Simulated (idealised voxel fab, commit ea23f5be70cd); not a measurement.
The document below concerns the process module designated voxel quadruple lines.
The figure presents cross-section cut, which has a width of 160 nm and is divided into square cells with an edge length of 5 nm.
Cross-section = grid of square cells, listed top down in bands; band = one or more rows.
Band: top and bottom heights (nm) first, top before bottom; then materials from left to right, widths in nm. "edge to edge" marks a sole material filling the band edge to edge. "air" denotes empty space.
Beneath 0, the wafer as received is one material, and that level is where height counting begins. The lowest band goes on downward without a bottom; it is written like "0 down".
When a width is written as two numbers, as in "30 to 40", the first number is the width in the top row of cells of the band and the second is the width in its bottom row, and the width changes by the same amount from each row to the next.
Take "no change occurred" at face value: in the step it is given for, the cross-section changed in none of its cells.
You'll see "Enclosed void entries" listing empty spaces that have no way open to the top, as long as they're 8 cells or more; the notation is width x height at distance, where the distance is from the left edge, and all of it is in nm.
Heads up: the bit after the settings on a step's line is the simulator's remark on that step.
Among the settings permitted on a step's line is "overlay nm"; applied to a step with a mask, it specifies the extent to which the mask lay to the right of its planned position, whereas a negative figure signifies a position to the left.
Steps planned for the process
1) RECEIVE: material Si
2) CONFORMAL_DEP: material Al2O3, thk nm 10
3) DIRECTIONAL_DEP: material Ru, thk nm 10
4) DIRECTIONAL_DEP: material polySi, thk nm 20
5) DIRECTIONAL_DEP: material aC, thk nm 25
6) PATTERN: tone cover, mask id MANDREL, material resist, width nm 30, thk nm 30, overlay nm 0
7) DIRECTIONAL_ETCH: etch materials aC, depth nm 25
8) STRIP: etch materials resist
9) CONFORMAL_DEP: material SiO2, thk nm 10
10) DIRECTIONAL_ETCH: etch materials SiO2, depth nm 10
11) STRIP: etch materials aC
12) DIRECTIONAL_ETCH: etch materials polySi, depth nm 20
13) STRIP: etch materials SiO2
14) CONFORMAL_DEP: material SiCN, thk nm 10
15) DIRECTIONAL_ETCH: etch materials SiCN, depth nm 10
16) STRIP: etch materials polySi
17) DIRECTIONAL_ETCH: etch materials Ru, depth nm 10
18) STRIP: etch materials SiCN
19) FILL_DEP: material lowk, thk nm 5
20) CMP: height nm 20
As-received wafer cross-section (after step 1)
  0 down = Si edge to edge
  Enclosed void entries: none
The module was run from the start shown above using the plan shown above, but one mistake was made doing it; the resulting wafer cross-section is below
  15 to 10 = 45 of lowk, then 10 of Ru, then 10 of lowk, then 10 of Ru, then 10 of lowk, then 10 of Ru, then 10 of lowk, then 10 of Ru, then 45 of lowk
  10 to 0 = Al2O3 edge to edge
  0 down = Si edge to edge
  Enclosed void entries: none
Heads up, the wafer didn't run the way we planned it: in deviation from the planned setting, step 20 was conducted as CMP: height nm 15
